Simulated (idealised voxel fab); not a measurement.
Proc. module: voxel transistor to metal
cross-section cut | 295 nm wide | cells 5 nm
For the purposes of this document, a cross-section shall be understood as a grid of square cells, specified as bands listed in top-to-bottom order, each band consisting of one or more rows of cells. This entry defines a band. It first specifies the height of the band's top and the height of its bottom in nm, and then specifies the band's materials from left to right, stating each material with its width in nm. The word "everywhere" identifies a single material that fills the band from edge to edge, while the word "air" identifies empty space. Measure heights from 0. That's the level where, below it, the as-received wafer is all one material. The lowest band is bottomless and extends downward; write it as in "0 -> down". Think of "30->40" as a width that walks from the first number to the second as you go down the band, top row to bottom row, taking equal-sized steps from row to row. It should be understood that the words "no modifications", when stated for a given step, signify that the cross-section underwent no change in any of its cells during that step. "Enclosed cavity list" enumerates empty spaces isolated from the top, with no open way to it, that contain at least 8 cells, giving each as width x height at distance from the left edge, all three in nm. Formally, on a step line, whatever follows the settings is a remark that the simulator itself makes on the step. When a step includes a mask, the "overlay nm" setting on its line states how far to the right of its planned place that mask lay, and negative values state how far to the left.
[The planned process steps are enumerated hereunder]
1 op RECEIVE | material Si
2 op OXIDIZE | depth nm 5
3 op CONFORMAL_DEP | material SiN | thk nm 10
4 op DIRECTIONAL_DEP | material aC | thk nm 15
5 op PATTERN | tone cover | mask id ACTIVE | material resist | width nm 110 | pitch nm 140 | thk nm 30 | overlay nm 0
6 op DIRECTIONAL_ETCH | etch materials aC | depth nm 15
7 op STRIP | etch materials resist
8 op DIRECTIONAL_ETCH | etch materials SiN | depth nm 10
9 op DIRECTIONAL_ETCH | etch materials SiO2 | depth nm 5
10 op DIRECTIONAL_ETCH | etch materials Si | depth nm 30
11 op STRIP | etch materials aC
12 op FILL_DEP | material SiO2 | thk nm 5
13 op CMP | height nm 10
14 op SELECTIVE_ETCH | etch materials SiO2 | depth nm 5
15 op STRIP | etch materials SiN
16 op SELECTIVE_ETCH | etch materials SiO2 | depth nm 5
17 op OXIDIZE | depth nm 5
18 op DIRECTIONAL_DEP | material polySi | thk nm 30
19 op DIRECTIONAL_DEP | material SiCN | thk nm 10
20 op PATTERN | tone cover | mask id GATE | material resist | width nm 20 | pitch nm 140 | thk nm 20 | overlay nm 0
21 op DIRECTIONAL_ETCH | etch materials SiCN | depth nm 20
22 op DIRECTIONAL_ETCH | etch materials polySi | depth nm 40
23 op STRIP | etch materials resist
24 op CONFORMAL_DEP | material SiO2 | thk nm 5
25 op DIRECTIONAL_ETCH | etch materials SiO2 | depth nm 5
26 op CONFORMAL_DEP | material SiN | thk nm 5
27 op DIRECTIONAL_ETCH | etch materials SiN | depth nm 5
28 op DIRECTIONAL_ETCH | etch materials SiO2 | depth nm 5
29 op DIRECTIONAL_ETCH | etch materials Si | depth nm 10
30 op EPI | material SiGe | thk nm 15
31 op FILL_DEP | material SiO2 | thk nm 5
32 op CMP | height nm 35
33 op DIRECTIONAL_DEP | material SiO2 | thk nm 10
34 op PATTERN | tone open | mask id CONTACT | material resist | width nm 35 | thk nm 15 | overlay nm 0
35 op DIRECTIONAL_ETCH | etch materials SiO2 | depth nm 40
36 op STRIP | etch materials resist
37 op CONFORMAL_DEP | material TiN | thk nm 5
38 op FILL_DEP | material Ru | thk nm 5
39 op CMP | height nm 45
40 op DIRECTIONAL_DEP | material TiN | thk nm 5
41 op DIRECTIONAL_DEP | material W | thk nm 20
42 op DIRECTIONAL_DEP | material aC | thk nm 10
43 op PATTERN | tone cover | mask id METAL_1 | material resist | width nm 20 | thk nm 25 | overlay nm 0
44 op DIRECTIONAL_ETCH | etch materials aC | depth nm 10
45 op STRIP | etch materials resist
46 op DIRECTIONAL_ETCH | etch materials W | depth nm 20
47 op DIRECTIONAL_ETCH | etch materials TiN | depth nm 5
48 op STRIP | etch materials aC
49 op CONFORMAL_DEP | material SiN | thk nm 5
50 op FILL_DEP | material SiO2 | thk nm 10
51 op CMP | height nm 70
52 op CONFORMAL_DEP | material SiCN | thk nm 5
[Step 1 complete: cross-section of the wafer as received]
- 0 -> down: Si everywhere
- Enclosed cavity list: none
[First of two wafers: cross-section at end of module, run per plan]
- 75 -> 70: SiCN everywhere
- 70 -> 50: SiO2 20; SiN 5; W 20; SiN 5; SiO2 50; SiN 5; W 20; SiN 5; SiO2 30; SiN 5; W 20; SiN 5; SiO2 50; SiN 5; W 20; SiN 5; SiO2 25
- 50 -> 45: SiN 25; TiN 20; SiN 60; TiN 20; SiN 40; TiN 20; SiN 60; TiN 20; SiN 30
- 45 -> 35: SiO2 25; TiN 5; Ru 25->20; TiN 5->10; SiO2 30; TiN 5->10; Ru 25->20; TiN 5; SiO2 40; TiN 5; Ru 25->20; TiN 5->10; SiO2 30; TiN 5->10; Ru 25->20; TiN 5; SiO2 30
- 35 -> 25: SiO2 25; TiN 5; Ru 20; TiN 5; SiN 5; SiO2 5; SiCN 20; SiO2 5; SiN 5; TiN 5; Ru 20; TiN 5; SiO2 40; TiN 5; Ru 20; TiN 5; SiN 5; SiO2 5; SiCN 20; SiO2 5; SiN 5; TiN 5; Ru 20; TiN 5; SiO2 30
- 25 -> 10: SiO2 25; TiN 5; Ru 20; TiN 5; SiN 5; SiO2 5; polySi 20; SiO2 5; SiN 5; TiN 5; Ru 20; TiN 5; SiO2 40; TiN 5; Ru 20; TiN 5; SiN 5; SiO2 5; polySi 20; SiO2 5; SiN 5; TiN 5; Ru 20; TiN 5; SiO2 30
- 10 -> 5: SiO2 25; TiN 30; SiN 5; SiO2 5; polySi 20; SiO2 5; SiN 5; TiN 30; SiO2 40; TiN 30; SiN 5; SiO2 5; polySi 20; SiO2 5; SiN 5; TiN 30; SiO2 30
- 5 -> 0: SiO2 20; SiGe 35; SiN 5; SiO2 5; polySi 20; SiO2 5; SiN 5; SiGe 35; SiO2 30; SiGe 35; SiN 5; SiO2 5; polySi 20; SiO2 5; SiN 5; SiGe 35; SiO2 25
- 0 -> -5: SiO2 20; SiN 5; SiGe 30; SiN 5; SiO2 5; polySi 20; SiO2 5; SiN 5; SiGe 30; SiN 5; SiO2 30; SiN 5; SiGe 30; SiN 5; SiO2 5; polySi 20; SiO2 5; SiN 5; SiGe 30; SiN 5; SiO2 25
- -5 -> -10: SiO2 25; SiGe 30; SiO2 40; SiGe 30; SiO2 40; SiGe 30; SiO2 40; SiGe 30; SiO2 30
- -10 -> -20: SiO2 20; Si 5; SiGe 30; Si 40; SiGe 30; Si 5; SiO2 30; Si 5; SiGe 30; Si 40; SiGe 30; Si 5; SiO2 25
- -20 -> -35: SiO2 20; Si 110; SiO2 30; Si 110; SiO2 25
- -35 -> down: Si everywhere
- Enclosed cavity list: none
[So this is wafer number two of the two, cut at the end of the module - it started where the first did and had the same plan, we just got one thing wrong running it]
- 75 -> 70: SiCN everywhere
- 70 -> 50: SiO2 20; SiN 5; W 20; SiN 5; SiO2 50; SiN 5; W 20; SiN 5; SiO2 30; SiN 5; W 20; SiN 5; SiO2 50; SiN 5; W 20; SiN 5; SiO2 25
- 50 -> 45: SiN 25; TiN 20; SiN 60; TiN 20; SiN 40; TiN 20; SiN 60; TiN 20; SiN 30
- 45 -> 35: TiN everywhere
- 35 -> 25: SiO2 55; SiN 5; SiO2 5; SiCN 20; SiO2 5; SiN 5; SiO2 100; SiN 5; SiO2 5; SiCN 20; SiO2 5; SiN 5; SiO2 60
- 25 -> 5: SiO2 55; SiN 5; SiO2 5; polySi 20; SiO2 5; SiN 5; SiO2 100; SiN 5; SiO2 5; polySi 20; SiO2 5; SiN 5; SiO2 60
- 5 -> 0: SiO2 20; SiGe 35; SiN 5; SiO2 5; polySi 20; SiO2 5; SiN 5; SiGe 35; SiO2 30; SiGe 35; SiN 5; SiO2 5; polySi 20; SiO2 5; SiN 5; SiGe 35; SiO2 25
- 0 -> -5: SiO2 20; SiN 5; SiGe 30; SiN 5; SiO2 5; polySi 20; SiO2 5; SiN 5; SiGe 30; SiN 5; SiO2 30; SiN 5; SiGe 30; SiN 5; SiO2 5; polySi 20; SiO2 5; SiN 5; SiGe 30; SiN 5; SiO2 25
- -5 -> -10: SiO2 25; SiGe 30; SiO2 40; SiGe 30; SiO2 40; SiGe 30; SiO2 40; SiGe 30; SiO2 30
- -10 -> -20: SiO2 20; Si 5; SiGe 30; Si 40; SiGe 30; Si 5; SiO2 30; Si 5; SiGe 30; Si 40; SiGe 30; Si 5; SiO2 25
- -20 -> -35: SiO2 20; Si 110; SiO2 30; Si 110; SiO2 25
- -35 -> down: Si everywhere
- Enclosed cavity list: none
The plan and the run diverged here: step 33 changed vs plan, executed as op DIRECTIONAL_DEP | material TiN | thk nm 10
Wrapping up, a cell-based count of both wafers puts the second over or under the first for these materials: 116 fewer of Ru | 82 more of SiO2 | 34 more of TiN
